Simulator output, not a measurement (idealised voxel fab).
Herein follows the process module entitled voxel trench capacitor.
In the cross-section labelled cut, the width is 290 nm and each square cell is 5 nm.
Cross-section spec: square-cell grid; bands listed top down; each band is one or more rows. A band entry consists of two parts. The first gives the height of the band's top and the height of its bottom, in nm. The rest lists the band's materials from left to right, each with its width in nm. A single material labelled with the word "all across" fills the band from edge to edge, and the word "blank" marks empty space. Heights are reckoned from 0. Under this level, the received wafer is all of one material. The bottommost band is open-ended downward, for example "0 down". Quick explanation for "30 to 40": the width changes in equal steps down the rows of cells, from the first number in the band's top row to the second number in its bottom row. "same as before" (step): cross-section cells unchanged, all of them. Each empty space that has no open way to the top and spans at least 8 cells appears under "Fully closed voids" as width x height at distance, the distance counted from the left edge, all in nm. On each step's line, the part that comes after the settings is the simulator's own comment on the step. "overlay nm" answers the question of how far to the right of plan the mask lay on a step that has a mask, and when it is negative the answer is to the left.

## This section lists the process steps that were planned
1 op RECEIVE | material Si
2 op CONFORMAL_DEP | material SiN | thk nm 10
3 op PATTERN | tone open | mask id TRENCH | material resist | width nm 15 | pitch nm 35 | thk nm 15 | overlay nm -15
4 op DIRECTIONAL_ETCH | etch materials SiN | depth nm 10
5 op DIRECTIONAL_ETCH | etch materials Si | depth nm 25
6 op STRIP | etch materials resist
7 op CONFORMAL_DEP | material Al2O3 | thk nm 5
8 op FILL_DEP | material polySi | thk nm 10
9 op CMP | height nm 10
What sets these wafers apart? The overlay nm at step 3. They all start alike, and the plan carries the first wafer's value.

## The first of several wafers in cross-section, exactly as it reached us after step 1
0 down = Si all across
Fully closed voids: none

## Cross-section of the first of several wafers once the module has run through its last step, step 9
10 to 0 = SiN 85 | Al2O3 5 | polySi 5 | Al2O3 5 | SiN 20 | Al2O3 5 | polySi 5 | Al2O3 5 | SiN 20 | Al2O3 5 | polySi 5 | Al2O3 5 | SiN 120
0 to -20 = Si 85 | Al2O3 5 | polySi 5 | Al2O3 5 | Si 20 | Al2O3 5 | polySi 5 | Al2O3 5 | Si 20 | Al2O3 5 | polySi 5 | Al2O3 5 | Si 120
-20 to -25 = Si 85 | Al2O3 15 | Si 20 | Al2O3 15 | Si 20 | Al2O3 15 | Si 120
-25 down = Si all across
Fully closed voids: none

## Of the several wafers, the last: cross-section at the end of the module
10 to 0 = SiN 115 | Al2O3 5 | polySi 5 | Al2O3 5 | SiN 20 | Al2O3 5 | polySi 5 | Al2O3 5 | SiN 20 | Al2O3 5 | polySi 5 | Al2O3 5 | SiN 90
0 to -20 = Si 115 | Al2O3 5 | polySi 5 | Al2O3 5 | Si 20 | Al2O3 5 | polySi 5 | Al2O3 5 | Si 20 | Al2O3 5 | polySi 5 | Al2O3 5 | Si 90
-20 to -25 = Si 115 | Al2O3 15 | Si 20 | Al2O3 15 | Si 20 | Al2O3 15 | Si 90
-25 down = Si all across
Fully closed voids: none

## So in this table every wafer gets its own row, and what you see is where it stands at the end of the module: for each material, how many cells it picked up (+) or gave up (-) since we received it, and after that its closed voids
overlay nm -15 | +45 Al2O3 | -45 Si | +98 SiN | +18 polySi | Fully closed voids: none
overlay nm -10 | +45 Al2O3 | -45 Si | +98 SiN | +18 polySi | Fully closed voids: none
overlay nm -5 | +45 Al2O3 | -45 Si | +98 SiN | +18 polySi | Fully closed voids: none
overlay nm 0 | +45 Al2O3 | -45 Si | +98 SiN | +18 polySi | Fully closed voids: none
overlay nm 5 | +45 Al2O3 | -45 Si | +98 SiN | +18 polySi | Fully closed voids: none
overlay nm 10 | +45 Al2O3 | -45 Si | +98 SiN | +18 polySi | Fully closed voids: none
overlay nm 15 | +45 Al2O3 | -45 Si | +98 SiN | +18 polySi | Fully closed voids: none
